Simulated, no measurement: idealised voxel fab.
This is a process module. Its name is voxel tone inversion.
cross-section cut | 205 nm wide | cells 5 nm
A cross-section in this document is a grid of square cells, and it is written down as bands, the top band listed before the ones below it; a band is made up of one or more rows of cells. Band: top height; bottom height; in nm. Then, left to right: material with width in nm, for each material. "edge to edge": a single material spanning edge to edge. "empty": empty space. Height is counted from the level 0, under which the received wafer is composed throughout of one material. The lowest of the bands is not closed at the bottom but continues downward, in the notation "0 -> down". Quick explanation for "30..40": the width changes in equal steps down the rows of cells, from the first number in the band's top row to the second number in its bottom row. You'll sometimes find "nothing got changed" written for a step, and that's the way of saying that nowhere in the cross-section did a cell change during that step. Closed-off voids of 8+ cells (no open route to the top) go in "Unvented cavities", written width x height at distance from the left edge, in nm. Text after the settings on a step's line: the simulator's own remark on that step. The "overlay nm" setting may appear on a step's line; for a step that uses a mask, it gives how far to the right of its planned position the mask lay, and a negative value indicates the left.

# Process steps foreseen in the plan
1: RECEIVE (material Si)
2: CONFORMAL_DEP (material SiN; thk nm 10)
3: DIRECTIONAL_DEP (material polySi; thk nm 15)
4: PATTERN (tone cover; mask id POSTS; material resist; width nm 20; pitch nm 35; thk nm 20; overlay nm 0)
5: DIRECTIONAL_ETCH (etch materials polySi; depth nm 15)
6: STRIP (etch materials resist)
7: FILL_DEP (material SiO2; thk nm 5)
8: CMP (height nm 25)
9: STRIP (etch materials polySi)
10: CONFORMAL_DEP (material TiN; thk nm 5)
11: FILL_DEP (material W; thk nm 10)
12: CMP (height nm 25)
13: CONFORMAL_DEP (material SiCN; thk nm 5)

# First wafer, two in total, run as planned

# Cross-section of the wafer upon arrival, representing the state reached after step 1
- 0 -> down | Si edge to edge
- Unvented cavities: none

# The wafer, seen in cross-section, after step 2
- 10 -> 0 | SiN edge to edge
- Under 0: no change, same as before.

# The wafer, seen in cross-section, after step 3
- 25 -> 10 | polySi edge to edge
- Under 10: no change, same as before.

# The wafer, seen in cross-section, after step 4
- 45 -> 25 | 40 nm empty; 20 nm resist; 15 nm empty; 20 nm resist; 15 nm empty; 20 nm resist; 15 nm empty; 20 nm resist; 40 nm empty
- Under 25: no change, same as before.

# The wafer, seen in cross-section, after step 5
- 45 -> 25 | 40 nm empty; 20 nm resist; 15 nm empty; 20 nm resist; 15 nm empty; 20 nm resist; 15 nm empty; 20 nm resist; 40 nm empty
- 25 -> 10 | 40 nm empty; 20 nm polySi; 15 nm empty; 20 nm polySi; 15 nm empty; 20 nm polySi; 15 nm empty; 20 nm polySi; 40 nm empty
- Under 10: no change, same as before.

# The wafer, seen in cross-section, after step 6
- 25 -> 10 | 40 nm empty; 20 nm polySi; 15 nm empty; 20 nm polySi; 15 nm empty; 20 nm polySi; 15 nm empty; 20 nm polySi; 40 nm empty
- Under 10: no change, same as before.

# The wafer, seen in cross-section, after step 7
- 30 -> 25 | SiO2 edge to edge
- 25 -> 10 | 40 nm SiO2; 20 nm polySi; 15 nm SiO2; 20 nm polySi; 15 nm SiO2; 20 nm polySi; 15 nm SiO2; 20 nm polySi; 40 nm SiO2
- Under 10: no change, same as before.

# The wafer, seen in cross-section, after step 8
- 25 -> 10 | 40 nm SiO2; 20 nm polySi; 15 nm SiO2; 20 nm polySi; 15 nm SiO2; 20 nm polySi; 15 nm SiO2; 20 nm polySi; 40 nm SiO2
- Under 10: no change, same as before.

# The wafer, seen in cross-section, after step 9
- 25 -> 10 | 40 nm SiO2; 20 nm empty; 15 nm SiO2; 20 nm empty; 15 nm SiO2; 20 nm empty; 15 nm SiO2; 20 nm empty; 40 nm SiO2
- Under 10: no change, same as before.

# The wafer, seen in cross-section, after step 10
- 30 -> 25 | 45 nm TiN; 10 nm empty; 25 nm TiN; 10 nm empty; 25 nm TiN; 10 nm empty; 25 nm TiN; 10 nm empty; 45 nm TiN
- 25 -> 15 | 40 nm SiO2; 5 nm TiN; 10 nm empty; 5 nm TiN; 15 nm SiO2; 5 nm TiN; 10 nm empty; 5 nm TiN; 15 nm SiO2; 5 nm TiN; 10 nm empty; 5 nm TiN; 15 nm SiO2; 5 nm TiN; 10 nm empty; 5 nm TiN; 40 nm SiO2
- 15 -> 10 | 40 nm SiO2; 20 nm TiN; 15 nm SiO2; 20 nm TiN; 15 nm SiO2; 20 nm TiN; 15 nm SiO2; 20 nm TiN; 40 nm SiO2
- Under 10: no change, same as before.

# The wafer, seen in cross-section, after step 11
- 40 -> 30 | W edge to edge
- 30 -> 25 | 45 nm TiN; 10 nm W; 25 nm TiN; 10 nm W; 25 nm TiN; 10 nm W; 25 nm TiN; 10 nm W; 45 nm TiN
- 25 -> 15 | 40 nm SiO2; 5 nm TiN; 10 nm W; 5 nm TiN; 15 nm SiO2; 5 nm TiN; 10 nm W; 5 nm TiN; 15 nm SiO2; 5 nm TiN; 10 nm W; 5 nm TiN; 15 nm SiO2; 5 nm TiN; 10 nm W; 5 nm TiN; 40 nm SiO2
- Under 15: no change, same as before.

# The wafer, seen in cross-section, after step 12
- 25 -> 15 | 40 nm SiO2; 5 nm TiN; 10 nm W; 5 nm TiN; 15 nm SiO2; 5 nm TiN; 10 nm W; 5 nm TiN; 15 nm SiO2; 5 nm TiN; 10 nm W; 5 nm TiN; 15 nm SiO2; 5 nm TiN; 10 nm W; 5 nm TiN; 40 nm SiO2
- Under 15: no change, same as before.

# The wafer, seen in cross-section, after step 13
- 30 -> 25 | SiCN edge to edge
- Under 25: no change, same as before.

# Wafer two of two - same starting point, same process plan, one mistake in execution; matches wafer one up to and including step 3

# The second wafer in cross-section, at the planned close of step 4
- 45 -> 25 | 40 nm resist; 20 nm empty; 15 nm resist; 20 nm empty; 15 nm resist; 20 nm empty; 15 nm resist; 20 nm empty; 40 nm resist
- Under 25: no change, same as before.

# The second wafer in cross-section, at the planned close of step 5
- 45 -> 25 | 40 nm resist; 20 nm empty; 15 nm resist; 20 nm empty; 15 nm resist; 20 nm empty; 15 nm resist; 20 nm empty; 40 nm resist
- 25 -> 10 | 40 nm polySi; 20 nm empty; 15 nm polySi; 20 nm empty; 15 nm polySi; 20 nm empty; 15 nm polySi; 20 nm empty; 40 nm polySi
- Under 10: no change, same as before.

# The second wafer in cross-section, at the planned close of step 6
- 25 -> 10 | 40 nm polySi; 20 nm empty; 15 nm polySi; 20 nm empty; 15 nm polySi; 20 nm empty; 15 nm polySi; 20 nm empty; 40 nm polySi
- Under 10: no change, same as before.

# The second wafer in cross-section, at the planned close of step 7
- 30 -> 25 | SiO2 edge to edge
- 25 -> 10 | 40 nm polySi; 20 nm SiO2; 15 nm polySi; 20 nm SiO2; 15 nm polySi; 20 nm SiO2; 15 nm polySi; 20 nm SiO2; 40 nm polySi
- Under 10: no change, same as before.

# The second wafer in cross-section, at the planned close of step 8
- 25 -> 10 | 40 nm polySi; 20 nm SiO2; 15 nm polySi; 20 nm SiO2; 15 nm polySi; 20 nm SiO2; 15 nm polySi; 20 nm SiO2; 40 nm polySi
- Under 10: no change, same as before.

# The second wafer in cross-section, at the planned close of step 9
- 25 -> 10 | 40 nm empty; 20 nm SiO2; 15 nm empty; 20 nm SiO2; 15 nm empty; 20 nm SiO2; 15 nm empty; 20 nm SiO2; 40 nm empty
- Under 10: no change, same as before.

# The second wafer in cross-section, at the planned close of step 10
- 30 -> 25 | 35 nm empty; 30 nm TiN; 5 nm empty; 30 nm TiN; 5 nm empty; 30 nm TiN; 5 nm empty; 30 nm TiN; 35 nm empty
- 25 -> 15 | 35 nm empty; 5 nm TiN; 20 nm SiO2; 5 nm TiN; 5 nm empty; 5 nm TiN; 20 nm SiO2; 5 nm TiN; 5 nm empty; 5 nm TiN; 20 nm SiO2; 5 nm TiN; 5 nm empty; 5 nm TiN; 20 nm SiO2; 5 nm TiN; 35 nm empty
- 15 -> 10 | 40 nm TiN; 20 nm SiO2; 15 nm TiN; 20 nm SiO2; 15 nm TiN; 20 nm SiO2; 15 nm TiN; 20 nm SiO2; 40 nm TiN
- Under 10: no change, same as before.

# The second wafer in cross-section, at the planned close of step 11
- 40 -> 30 | W edge to edge
- 30 -> 25 | 35 nm W; 30 nm TiN; 5 nm W; 30 nm TiN; 5 nm W; 30 nm TiN; 5 nm W; 30 nm TiN; 35 nm W
- 25 -> 15 | 35 nm W; 5 nm TiN; 20 nm SiO2; 5 nm TiN; 5 nm W; 5 nm TiN; 20 nm SiO2; 5 nm TiN; 5 nm W; 5 nm TiN; 20 nm SiO2; 5 nm TiN; 5 nm W; 5 nm TiN; 20 nm SiO2; 5 nm TiN; 35 nm W
- Under 15: no change, same as before.

# The second wafer in cross-section, at the planned close of step 12
- 25 -> 15 | 35 nm W; 5 nm TiN; 20 nm SiO2; 5 nm TiN; 5 nm W; 5 nm TiN; 20 nm SiO2; 5 nm TiN; 5 nm W; 5 nm TiN; 20 nm SiO2; 5 nm TiN; 5 nm W; 5 nm TiN; 20 nm SiO2; 5 nm TiN; 35 nm W
- Under 15: no change, same as before.

# The second wafer in cross-section, at the planned close of step 13
- 30 -> 25 | SiCN edge to edge
- Under 25: no change, same as before.
Here's what went sideways: it should be noted that step 4 was executed with settings other than those planned, the operation and settings actually applied being PATTERN (tone open; mask id POSTS; material resist; width nm 20; pitch nm 35; thk nm 20; overlay nm 0)
It is noted that, at the conclusion of processing, the second wafer exhibits a higher or lower cell count for certain materials relative to the first: 27 fewer of SiO2, 9 more of TiN, 18 more of W
